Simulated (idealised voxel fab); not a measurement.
process module | voxel wiring stack
cross-section cut | 165 nm wide | cells 5 nm
A cross-section is a grid of square cells, given in bands from the top down. A band is one or more rows of cells.
Each band's line starts with the height of the band's top and of its bottom, in nm. Then come its materials from left to right, each with its width in nm. One material with "throughout" fills the band from edge to edge. "air" is empty space.
Height 0 is the level under which the wafer as received is all one material. The lowest band goes on downwards, as in "0 down".
A width such as "30 to 40" changes by the same amount from each row of cells to the next, from the band's top row to its bottom row.
"no change" after a step means that no cell of the cross-section changed.
closed voids: empty space of 8 cells or more with no open way to the top, each as width x height at its distance from the left edge, in nm
after a step's settings: what the simulator itself notes on the step
overlay nm, on a step with a mask: how far to the right of its planned place the mask lay; to the left if negative
plan
1 op RECEIVE | material Si
2 op CONFORMAL_DEP | material SiO2 | thk nm 10
3 op CONFORMAL_DEP | material SiCN | thk nm 5
4 op DIRECTIONAL_DEP | material lowk | thk nm 25
5 op MASKED_ETCH | tone open | mask id METAL_1 | width nm 30 | pitch nm 45 | etch materials lowk | depth nm 25 | overlay nm 0
6 op MASKED_ETCH | tone open | mask id METAL_1 | width nm 30 | pitch nm 45 | etch materials SiCN | depth nm 5 | overlay nm 0
7 op CONFORMAL_DEP | material TiN | thk nm 5
8 op FILL_DEP | material Cu | thk nm 5
9 op CMP | height nm 40
10 op EPI | material Ru | thk nm 5
11 op FILL_DEP | material SiCN | thk nm 5
12 op DIRECTIONAL_DEP | material SiO2 | thk nm 30
13 op MASKED_ETCH | tone open | mask id METAL_2_HOLES | width nm 15 | pitch nm 45 | etch materials SiO2 | depth nm 30 | overlay nm 0
14 op PATTERN | tone open | mask id METAL_2 | material resist | width nm 30 | pitch nm 45 | thk nm 20 | overlay nm 0
15 op DIRECTIONAL_ETCH | etch materials SiO2 | depth nm 20
16 op DIRECTIONAL_ETCH | etch materials SiCN | depth nm 5
17 op STRIP | etch materials resist
18 op CONFORMAL_DEP | material TiN | thk nm 5
19 op FILL_DEP | material Cu | thk nm 10
20 op CMP | height nm 80
21 op CONFORMAL_DEP | material SiCN | thk nm 5
22 op DIRECTIONAL_DEP | material lowk | thk nm 20
23 op PATTERN | tone open | mask id PLUG_2 | material resist | width nm 15 | thk nm 15 | overlay nm 0
24 op DIRECTIONAL_ETCH | etch materials lowk | depth nm 20
25 op DIRECTIONAL_ETCH | etch materials SiCN | depth nm 5
26 op STRIP | etch materials resist
27 op CONFORMAL_DEP | material TiN | thk nm 5
28 op FILL_DEP | material Cu | thk nm 10
29 op CMP | height nm 105
30 op CONFORMAL_DEP | material SiCN | thk nm 5
31 op DIRECTIONAL_DEP | material SiO2 | thk nm 25
32 op MASKED_ETCH | tone open | mask id METAL_3 | width nm 30 | pitch nm 45 | etch materials SiO2 | depth nm 25 | overlay nm 0
33 op MASKED_ETCH | tone open | mask id METAL_3 | width nm 30 | pitch nm 45 | etch materials SiCN | depth nm 5 | overlay nm 0
34 op CONFORMAL_DEP | material TiN | thk nm 5
35 op FILL_DEP | material Ru | thk nm 5
36 op CMP | height nm 135
37 op CONFORMAL_DEP | material SiCN | thk nm 5
38 op DIRECTIONAL_DEP | material lowk | thk nm 10
39 op MASKED_ETCH | tone open | mask id PLUG_3 | width nm 15 | etch materials lowk | depth nm 10 | overlay nm 0
40 op MASKED_ETCH | tone open | mask id PLUG_3 | width nm 15 | etch materials SiCN | depth nm 5 | overlay nm 0
41 op CONFORMAL_DEP | material TiN | thk nm 5
42 op FILL_DEP | material W | thk nm 10
43 op CMP | height nm 150
44 op CONFORMAL_DEP | material SiN | thk nm 5
45 op DIRECTIONAL_DEP | material SiO2 | thk nm 20
46 op MASKED_ETCH | tone open | mask id METAL_4 | width nm 30 | pitch nm 45 | etch materials SiO2 | depth nm 20 | overlay nm 0
47 op MASKED_ETCH | tone open | mask id METAL_4 | width nm 30 | pitch nm 45 | etch materials SiN | depth nm 5 | overlay nm 0
48 op CONFORMAL_DEP | material TiN | thk nm 5
49 op FILL_DEP | material Cu | thk nm 10
50 op CMP | height nm 175
51 op EPI | material Ru | thk nm 5
52 op FILL_DEP | material SiCN | thk nm 5
first wafer, as planned
as received, after step 1
  0 down: Si throughout
  closed voids: none
after step 2
  10 to 0: SiO2 throughout
  below 0: unchanged
after step 3
  15 to 10: SiCN throughout
  below 10: unchanged
after step 4
  40 to 15: lowk throughout
  below 15: unchanged
after step 5
  40 to 15: lowk 45 | air 30 | lowk 15 | air 30 | lowk 45
  below 15: unchanged
after step 6
  40 to 15: lowk 45 | air 30 | lowk 15 | air 30 | lowk 45
  15 to 10: SiCN 45 | air 30 | SiCN 15 | air 30 | SiCN 45
  below 10: unchanged
after step 7
  45 to 40: TiN 50 | air 20 | TiN 25 | air 20 | TiN 50
  40 to 15: lowk 45 | TiN 5 | air 20 | TiN 5 | lowk 15 | TiN 5 | air 20 | TiN 5 | lowk 45
  15 to 10: SiCN 45 | TiN 30 | SiCN 15 | TiN 30 | SiCN 45
  below 10: unchanged
after step 8
  50 to 45: Cu throughout
  45 to 40: TiN 50 | Cu 20 | TiN 25 | Cu 20 | TiN 50
  40 to 15: lowk 45 | TiN 5 | Cu 20 | TiN 5 | lowk 15 | TiN 5 | Cu 20 | TiN 5 | lowk 45
  below 15: unchanged
after step 9
  40 to 15: lowk 45 | TiN 5 | Cu 20 | TiN 5 | lowk 15 | TiN 5 | Cu 20 | TiN 5 | lowk 45
  below 15: unchanged
after step 10
  45 to 40: air 40 | Ru 40 | air 5 | Ru 40 | air 40
  below 40: unchanged
after step 11
  50 to 45: SiCN throughout
  45 to 40: SiCN 40 | Ru 40 | SiCN 5 | Ru 40 | SiCN 40
  below 40: unchanged
after step 12
  80 to 50: SiO2 throughout
  below 50: unchanged
after step 13
  80 to 50: SiO2 45 | air 15 | SiO2 30 | air 15 | SiO2 60
  below 50: unchanged
after step 14
  100 to 80: resist 45 | air 30 | resist 15 | air 30 | resist 45
  below 80: unchanged
after step 15
  100 to 80: resist 45 | air 30 | resist 15 | air 30 | resist 45
  80 to 60: SiO2 45 | air 30 | SiO2 15 | air 30 | SiO2 45
  below 60: unchanged
after step 16
  100 to 80: resist 45 | air 30 | resist 15 | air 30 | resist 45
  80 to 60: SiO2 45 | air 30 | SiO2 15 | air 30 | SiO2 45
  60 to 50: SiO2 45 | air 15 | SiO2 30 | air 15 | SiO2 60
  50 to 45: SiCN 45 | air 15 | SiCN 30 | air 15 | SiCN 60
  below 45: unchanged
after step 17
  80 to 60: SiO2 45 | air 30 | SiO2 15 | air 30 | SiO2 45
  below 60: unchanged
after step 18
  85 to 80: TiN 50 | air 20 | TiN 25 | air 20 | TiN 50
  80 to 65: SiO2 45 | TiN 5 | air 20 | TiN 5 | SiO2 15 | TiN 5 | air 20 | TiN 5 | SiO2 45
  65 to 60: SiO2 45 | TiN 5 | air 5 | TiN 20 | SiO2 15 | TiN 5 | air 5 | TiN 20 | SiO2 45
  60 to 50: SiO2 45 | TiN 5 | air 5 | TiN 5 | SiO2 30 | TiN 5 | air 5 | TiN 5 | SiO2 60
  50 to 45: SiCN 45 | TiN 15 | SiCN 30 | TiN 15 | SiCN 60
  below 45: unchanged
after step 19
  95 to 85: Cu throughout
  85 to 80: TiN 50 | Cu 20 | TiN 25 | Cu 20 | TiN 50
  80 to 65: SiO2 45 | TiN 5 | Cu 20 | TiN 5 | SiO2 15 | TiN 5 | Cu 20 | TiN 5 | SiO2 45
  65 to 60: SiO2 45 | TiN 5 | Cu 5 | TiN 20 | SiO2 15 | TiN 5 | Cu 5 | TiN 20 | SiO2 45
  60 to 50: SiO2 45 | TiN 5 | Cu 5 | TiN 5 | SiO2 30 | TiN 5 | Cu 5 | TiN 5 | SiO2 60
  below 50: unchanged
after step 20
  80 to 65: SiO2 45 | TiN 5 | Cu 20 | TiN 5 | SiO2 15 | TiN 5 | Cu 20 | TiN 5 | SiO2 45
  below 65: unchanged
after step 21
  85 to 80: SiCN throughout
  below 80: unchanged
after step 22
  105 to 85: lowk throughout
  below 85: unchanged
after step 23
  120 to 105: resist 45 | air 15 | resist 105
  below 105: unchanged
after step 24
  120 to 105: resist 45 | air 15 | resist 105
  105 to 85: lowk 45 | air 15 | lowk 105
  below 85: unchanged
after step 25
  120 to 105: resist 45 | air 15 | resist 105
  105 to 85: lowk 45 | air 15 | lowk 105
  85 to 80: SiCN 45 | air 15 | SiCN 105
  below 80: unchanged
after step 26
  105 to 85: lowk 45 | air 15 | lowk 105
  below 85: unchanged
after step 27
  110 to 105: TiN 50 | air 5 | TiN 110
  105 to 85: lowk 45 | TiN 5 | air 5 | TiN 5 | lowk 105
  85 to 80: SiCN 45 | TiN 15 | SiCN 105
  below 80: unchanged
after step 28
  120 to 110: Cu throughout
  110 to 105: TiN 50 | Cu 5 | TiN 110
  105 to 85: lowk 45 | TiN 5 | Cu 5 | TiN 5 | lowk 105
  below 85: unchanged
after step 29
  105 to 85: lowk 45 | TiN 5 | Cu 5 | TiN 5 | lowk 105
  below 85: unchanged
after step 30
  110 to 105: SiCN throughout
  below 105: unchanged
after step 31
  135 to 110: SiO2 throughout
  below 110: unchanged
after step 32
  135 to 110: SiO2 45 | air 30 | SiO2 15 | air 30 | SiO2 45
  below 110: unchanged
after step 33
  135 to 110: SiO2 45 | air 30 | SiO2 15 | air 30 | SiO2 45
  110 to 105: SiCN 45 | air 30 | SiCN 15 | air 30 | SiCN 45
  below 105: unchanged
after step 34
  140 to 135: TiN 50 | air 20 | TiN 25 | air 20 | TiN 50
  135 to 110: SiO2 45 | TiN 5 | air 20 | TiN 5 | SiO2 15 | TiN 5 | air 20 | TiN 5 | SiO2 45
  110 to 105: SiCN 45 | TiN 30 | SiCN 15 | TiN 30 | SiCN 45
  below 105: unchanged
after step 35
  145 to 140: Ru throughout
  140 to 135: TiN 50 | Ru 20 | TiN 25 | Ru 20 | TiN 50
  135 to 110: SiO2 45 | TiN 5 | Ru 20 | TiN 5 | SiO2 15 | TiN 5 | Ru 20 | TiN 5 | SiO2 45
  below 110: unchanged
after step 36
  135 to 110: SiO2 45 | TiN 5 | Ru 20 | TiN 5 | SiO2 15 | TiN 5 | Ru 20 | TiN 5 | SiO2 45
  below 110: unchanged
after step 37
  140 to 135: SiCN throughout
  below 135: unchanged
after step 38
  150 to 140: lowk throughout
  below 140: unchanged
after step 39
  150 to 140: lowk 45 | air 15 | lowk 105
  below 140: unchanged
after step 40
  150 to 140: lowk 45 | air 15 | lowk 105
  140 to 135: SiCN 45 | air 15 | SiCN 105
  below 135: unchanged
after step 41
  155 to 150: TiN 50 | air 5 | TiN 110
  150 to 140: lowk 45 | TiN 5 | air 5 | TiN 5 | lowk 105
  140 to 135: SiCN 45 | TiN 15 | SiCN 105
  below 135: unchanged
after step 42
  165 to 155: W throughout
  155 to 150: TiN 50 | W 5 | TiN 110
  150 to 140: lowk 45 | TiN 5 | W 5 | TiN 5 | lowk 105
  below 140: unchanged
after step 43
  150 to 140: lowk 45 | TiN 5 | W 5 | TiN 5 | lowk 105
  below 140: unchanged
after step 44
  155 to 150: SiN throughout
  below 150: unchanged
after step 45
  175 to 155: SiO2 throughout
  below 155: unchanged
after step 46
  175 to 155: SiO2 45 | air 30 | SiO2 15 | air 30 | SiO2 45
  below 155: unchanged
after step 47
  175 to 155: SiO2 45 | air 30 | SiO2 15 | air 30 | SiO2 45
  155 to 150: SiN 45 | air 30 | SiN 15 | air 30 | SiN 45
  below 150: unchanged
after step 48
  180 to 175: TiN 50 | air 20 | TiN 25 | air 20 | TiN 50
  175 to 155: SiO2 45 | TiN 5 | air 20 | TiN 5 | SiO2 15 | TiN 5 | air 20 | TiN 5 | SiO2 45
  155 to 150: SiN 45 | TiN 30 | SiN 15 | TiN 30 | SiN 45
  below 150: unchanged
after step 49
  190 to 180: Cu throughout
  180 to 175: TiN 50 | Cu 20 | TiN 25 | Cu 20 | TiN 50
  175 to 155: SiO2 45 | TiN 5 | Cu 20 | TiN 5 | SiO2 15 | TiN 5 | Cu 20 | TiN 5 | SiO2 45
  below 155: unchanged
after step 50
  175 to 155: SiO2 45 | TiN 5 | Cu 20 | TiN 5 | SiO2 15 | TiN 5 | Cu 20 | TiN 5 | SiO2 45
  below 155: unchanged
after step 51
  180 to 175: air 40 | Ru 40 | air 5 | Ru 40 | air 40
  below 175: unchanged
after step 52
  185 to 180: SiCN throughout
  180 to 175: SiCN 40 | Ru 40 | SiCN 5 | Ru 40 | SiCN 40
  below 175: unchanged
second wafer: like start, like plan, one mistake. Through step 22 it matches the first wafer
when step 23 should have ended
  120 to 105: resist 40 | air 15 | resist 110
  below 105: unchanged
when step 24 should have ended
  120 to 105: resist 40 | air 15 | resist 110
  105 to 85: lowk 40 | air 15 | lowk 110
  below 85: unchanged
when step 25 should have ended
  120 to 105: resist 40 | air 15 | resist 110
  105 to 85: lowk 40 | air 15 | lowk 110
  85 to 80: SiCN 40 | air 15 | SiCN 110
  below 80: unchanged
when step 26 should have ended
  105 to 85: lowk 40 | air 15 | lowk 110
  below 85: unchanged
when step 27 should have ended
  110 to 105: TiN 45 | air 5 | TiN 115
  105 to 85: lowk 40 | TiN 5 | air 5 | TiN 5 | lowk 110
  85 to 80: SiCN 40 | TiN 15 | SiCN 110
  below 80: unchanged
when step 28 should have ended
  120 to 110: Cu throughout
  110 to 105: TiN 45 | Cu 5 | TiN 115
  105 to 85: lowk 40 | TiN 5 | Cu 5 | TiN 5 | lowk 110
  below 85: unchanged
when step 29 should have ended
  105 to 85: lowk 40 | TiN 5 | Cu 5 | TiN 5 | lowk 110
  below 85: unchanged
when step 30 should have ended
  110 to 105: SiCN throughout
  below 105: unchanged
when step 31 should have ended
  135 to 110: SiO2 throughout
  below 110: unchanged
when step 32 should have ended
  135 to 110: SiO2 45 | air 30 | SiO2 15 | air 30 | SiO2 45
  below 110: unchanged
when step 33 should have ended
  135 to 110: SiO2 45 | air 30 | SiO2 15 | air 30 | SiO2 45
  110 to 105: SiCN 45 | air 30 | SiCN 15 | air 30 | SiCN 45
  below 105: unchanged
when step 34 should have ended
  140 to 135: TiN 50 | air 20 | TiN 25 | air 20 | TiN 50
  135 to 110: SiO2 45 | TiN 5 | air 20 | TiN 5 | SiO2 15 | TiN 5 | air 20 | TiN 5 | SiO2 45
  110 to 105: SiCN 45 | TiN 30 | SiCN 15 | TiN 30 | SiCN 45
  below 105: unchanged
when step 35 should have ended
  145 to 140: Ru throughout
  140 to 135: TiN 50 | Ru 20 | TiN 25 | Ru 20 | TiN 50
  135 to 110: SiO2 45 | TiN 5 | Ru 20 | TiN 5 | SiO2 15 | TiN 5 | Ru 20 | TiN 5 | SiO2 45
  below 110: unchanged
when step 36 should have ended
  135 to 110: SiO2 45 | TiN 5 | Ru 20 | TiN 5 | SiO2 15 | TiN 5 | Ru 20 | TiN 5 | SiO2 45
  below 110: unchanged
when step 37 should have ended
  140 to 135: SiCN throughout
  below 135: unchanged
when step 38 should have ended
  150 to 140: lowk throughout
  below 140: unchanged
when step 39 should have ended
  150 to 140: lowk 45 | air 15 | lowk 105
  below 140: unchanged
when step 40 should have ended
  150 to 140: lowk 45 | air 15 | lowk 105
  140 to 135: SiCN 45 | air 15 | SiCN 105
  below 135: unchanged
when step 41 should have ended
  155 to 150: TiN 50 | air 5 | TiN 110
  150 to 140: lowk 45 | TiN 5 | air 5 | TiN 5 | lowk 105
  140 to 135: SiCN 45 | TiN 15 | SiCN 105
  below 135: unchanged
when step 42 should have ended
  165 to 155: W throughout
  155 to 150: TiN 50 | W 5 | TiN 110
  150 to 140: lowk 45 | TiN 5 | W 5 | TiN 5 | lowk 105
  below 140: unchanged
when step 43 should have ended
  150 to 140: lowk 45 | TiN 5 | W 5 | TiN 5 | lowk 105
  below 140: unchanged
when step 44 should have ended
  155 to 150: SiN throughout
  below 150: unchanged
when step 45 should have ended
  175 to 155: SiO2 throughout
  below 155: unchanged
when step 46 should have ended
  175 to 155: SiO2 45 | air 30 | SiO2 15 | air 30 | SiO2 45
  below 155: unchanged
when step 47 should have ended
  175 to 155: SiO2 45 | air 30 | SiO2 15 | air 30 | SiO2 45
  155 to 150: SiN 45 | air 30 | SiN 15 | air 30 | SiN 45
  below 150: unchanged
when step 48 should have ended
  180 to 175: TiN 50 | air 20 | TiN 25 | air 20 | TiN 50
  175 to 155: SiO2 45 | TiN 5 | air 20 | TiN 5 | SiO2 15 | TiN 5 | air 20 | TiN 5 | SiO2 45
  155 to 150: SiN 45 | TiN 30 | SiN 15 | TiN 30 | SiN 45
  below 150: unchanged
when step 49 should have ended
  190 to 180: Cu throughout
  180 to 175: TiN 50 | Cu 20 | TiN 25 | Cu 20 | TiN 50
  175 to 155: SiO2 45 | TiN 5 | Cu 20 | TiN 5 | SiO2 15 | TiN 5 | Cu 20 | TiN 5 | SiO2 45
  below 155: unchanged
when step 50 should have ended
  175 to 155: SiO2 45 | TiN 5 | Cu 20 | TiN 5 | SiO2 15 | TiN 5 | Cu 20 | TiN 5 | SiO2 45
  below 155: unchanged
when step 51 should have ended
  180 to 175: air 40 | Ru 40 | air 5 | Ru 40 | air 40
  below 175: unchanged
when step 52 should have ended
  185 to 180: SiCN throughout
  180 to 175: SiCN 40 | Ru 40 | SiCN 5 | Ru 40 | SiCN 40
  below 175: unchanged
what went wrong: step 23 ran as: op PATTERN | tone open | mask id PLUG_2 | material resist | width nm 15 | thk nm 15 | overlay nm -5
at the end the second wafer has, in cells: as many of each material as the first, in other places
